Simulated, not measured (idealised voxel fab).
A process module follows: voxel self aligned vias.
Pictured: cross-section cut, 150 nm wide, on a grid of 5 nm square cells.
A cross-section is a grid of square cells, given in bands from the top down. A band is one or more rows of cells.
Band entry format. Leading values: height of top, height of bottom, nm. Remainder: materials in left-to-right order, each with its width in nm. Special words: "edge to edge" on a single material, which then fills the band edge to edge; "air", empty space.
We count height from 0. Below that, the starting wafer is all one material. The lowest band never ends at the bottom but goes on down; see "0 nm and below" for how that is written.
The notation "30->40" denotes a width that varies across the rows of cells in the band, beginning at the first number in the top row, finishing at the second number in the bottom row, and changing by an identical amount from each row to the next.
"changes: none" after a step means that no cell of the cross-section changed.
"Sealed void list": sealed empty spaces, 8 cells or more, no open way to top, listed width x height at distance, with distance from the left edge and width, height and distance in nm.
Post-settings text on a step line: simulator's own remark regarding the step.
overlay nm: mask offset rightward from planned place, masked step; negative means leftward offset.

[The planned process steps are enumerated hereunder]
1: RECEIVE,material Si
2: CONFORMAL_DEP,material SiO2,thk nm 10
3: CONFORMAL_DEP,material SiCN,thk nm 5
4: DIRECTIONAL_DEP,material lowk,thk nm 20
5: DIRECTIONAL_DEP,material aC,thk nm 15
6: PATTERN,tone open,mask id LINES,material resist,width nm 30,pitch nm 65,thk nm 30,overlay nm 0
7: DIRECTIONAL_ETCH,etch materials aC,depth nm 15
8: STRIP,etch materials resist
9: DIRECTIONAL_ETCH,etch materials lowk,depth nm 20
10: STRIP,etch materials aC
11: CONFORMAL_DEP,material TiN,thk nm 5
12: FILL_DEP,material Ru,thk nm 10
13: CMP,height nm 35
14: SELECTIVE_ETCH,etch materials W Ru TiN,depth nm 10
15: FILL_DEP,material SiN,thk nm 10
16: CMP,height nm 35
17: DIRECTIONAL_DEP,material lowk,thk nm 20
18: PATTERN,tone open,mask id VIAS,material resist,width nm 40,thk nm 20,overlay nm 0
19: DIRECTIONAL_ETCH,etch materials lowk,depth nm 20
20: DIRECTIONAL_ETCH,etch materials SiN,depth nm 10
21: STRIP,etch materials resist
22: CONFORMAL_DEP,material TiN,thk nm 5
23: FILL_DEP,material Ru,thk nm 10
24: CMP,height nm 55
25: CONFORMAL_DEP,material SiN,thk nm 5

[This is the cross-section of the wafer as we received it, i.e. after step 1]
> 0 nm and below | Si edge to edge
> Sealed void list: none

[Wafer at module end, in section. Began as above, planned as above, run with one mistake]
> 60 nm to 55 nm | SiN edge to edge
> 55 nm to 40 nm | 20 lowk; 5 TiN; 30 Ru; 5 TiN; 90 lowk
> 40 nm to 35 nm | 20 lowk; 40 TiN; 90 lowk
> 35 nm to 25 nm | 20 SiN; 5 TiN; 30 lowk; 5 TiN; 30 SiN; 30 lowk; 30 SiN
> 25 nm to 20 nm | 20 Ru; 5 TiN; 30 lowk; 5 TiN; 25 Ru; 5 TiN; 30 lowk; 5 TiN; 25 Ru
> 20 nm to 15 nm | 25 TiN; 30 lowk; 35 TiN; 30 lowk; 30 TiN
> 15 nm to 10 nm | SiCN edge to edge
> 10 nm to 0 nm | SiO2 edge to edge
> 0 nm and below | Si edge to edge
> Sealed void list: none
The mistake made against the process plan was this: step 6 was not run as planned; what actually ran was PATTERN,tone cover,mask id LINES,material resist,width nm 30,pitch nm 65,thk nm 30,overlay nm 0
